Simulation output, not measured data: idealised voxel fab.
Process module, titled voxel capacitor over wiring
Section shown: cut. Width: 150 nm. Cell size: 5 nm, square.
Heads up, the way a cross-section reads in here is a grid of square cells, handed over as bands from the top down, with every band being one or more rows of cells.
Within each band entry, the heights of the top and of the bottom of the band appear first, in that order and in nm; the materials of the band then follow from left to right, each with its corresponding width in nm. The designation "throughout" on a single material indicates that it fills the band from edge to edge; the designation "air" indicates empty space.
It should be noted that heights are counted from 0, beneath which the wafer as supplied is of one material throughout, and that the lowest band possesses no lower boundary but continues downward, as written in "from 0 down".
With a width like "30 to 40", each row of cells in the band differs from the next by the same amount, the top row carrying the first number and the bottom row the second.
Step note "nothing altered" = no cross-section cell changed.
The entry "Closed void register" lists the empty spaces that cover at least 8 cells and have no open path to the top. Each is written as width x height at distance, where the distance is measured from the left edge and all three values are in nm.
The remark found on a step's line after its settings is issued by the simulator itself and pertains to that step.
overlay nm, on a step with a mask: how far to the right of its planned place the mask lay; to the left if negative

Intended process steps
1 RECEIVE: material Si
2 CONFORMAL_DEP: material SiO2, thk nm 15
3 DIRECTIONAL_DEP: material TiN, thk nm 5
4 DIRECTIONAL_DEP: material Ru, thk nm 15
5 MASKED_ETCH: tone cover, mask id METAL_1, width nm 20, pitch nm 75, etch materials Ru, depth nm 15, overlay nm 0
6 MASKED_ETCH: tone cover, mask id METAL_1, width nm 20, pitch nm 75, etch materials TiN, depth nm 5, overlay nm 0
7 FILL_DEP: material lowk, thk nm 5
8 CMP: height nm 35
9 CONFORMAL_DEP: material SiCN, thk nm 5
10 DIRECTIONAL_DEP: material SiO2, thk nm 10
11 DIRECTIONAL_DEP: material aC, thk nm 10
12 PATTERN: tone open, mask id PLUG_1, material resist, width nm 15, thk nm 30, overlay nm 0
13 DIRECTIONAL_ETCH: etch materials aC, depth nm 10
14 STRIP: etch materials resist
15 DIRECTIONAL_ETCH: etch materials SiO2, depth nm 10
16 DIRECTIONAL_ETCH: etch materials SiCN, depth nm 5
17 STRIP: etch materials aC
18 EPI: material Ru, thk nm 10
19 EPI: material Ru, thk nm 5
20 DIRECTIONAL_DEP: material TiN, thk nm 10
21 DIRECTIONAL_DEP: material Al2O3, thk nm 5
22 DIRECTIONAL_DEP: material TiN, thk nm 5
23 DIRECTIONAL_DEP: material aC, thk nm 10
24 PATTERN: tone cover, mask id UPPER_PLATE, material resist, width nm 60, thk nm 25, overlay nm 0
25 DIRECTIONAL_ETCH: etch materials aC, depth nm 10
26 STRIP: etch materials resist
27 DIRECTIONAL_ETCH: etch materials TiN, depth nm 5
28 DIRECTIONAL_ETCH: etch materials Al2O3, depth nm 5
29 STRIP: etch materials aC
30 DIRECTIONAL_DEP: material aC, thk nm 15
31 PATTERN: tone cover, mask id LOWER_PLATE, material resist, width nm 70, thk nm 30, overlay nm 0
32 DIRECTIONAL_ETCH: etch materials aC, depth nm 15
33 STRIP: etch materials resist
34 DIRECTIONAL_ETCH: etch materials TiN, depth nm 10
35 STRIP: etch materials aC
36 FILL_DEP: material SiO2, thk nm 20
37 CMP: height nm 85
38 MASKED_ETCH: tone open, mask id PLUG_2, width nm 15, etch materials SiO2, depth nm 15, overlay nm 0
39 CONFORMAL_DEP: material TiN, thk nm 5
40 FILL_DEP: material W, thk nm 10
41 CMP: height nm 85
42 CONFORMAL_DEP: material SiN, thk nm 5

Cross-sectional view of the wafer in its as-received condition, corresponding to the state after step 1
> from 0 down = Si throughout
> Closed void register: none

Look at the cross-section after the module: the wafer started out the way shown above and the plan was the one shown above, yet one mistake was made along the way
> from 90 to 85 = SiN throughout
> from 85 to 75 = 40 SiO2 / 5 TiN / 5 W / 5 TiN / 95 SiO2
> from 75 to 65 = 40 to 30 SiO2 / 15 to 60 TiN / 95 to 60 SiO2
> from 65 to 60 = 30 SiO2 / 60 Al2O3 / 60 SiO2
> from 60 to 50 = 25 SiO2 / 70 TiN / 55 SiO2
> from 50 to 40 = 30 SiO2 / 15 Ru / 105 SiO2
> from 40 to 35 = 30 SiCN / 15 Ru / 105 SiCN
> from 35 to 20 = 25 lowk / 20 Ru / 55 lowk / 20 Ru / 30 lowk
> from 20 to 15 = 25 lowk / 30 TiN / 45 lowk / 30 TiN / 20 lowk
> from 15 to 0 = SiO2 throughout
> from 0 down = Si throughout
> Closed void register: none
Finding, execution versus plan: step 6 changed vs plan, executed as MASKED_ETCH: tone cover, mask id METAL_1, width nm 20, pitch nm 75, etch materials TiN, depth nm 5, overlay nm 10
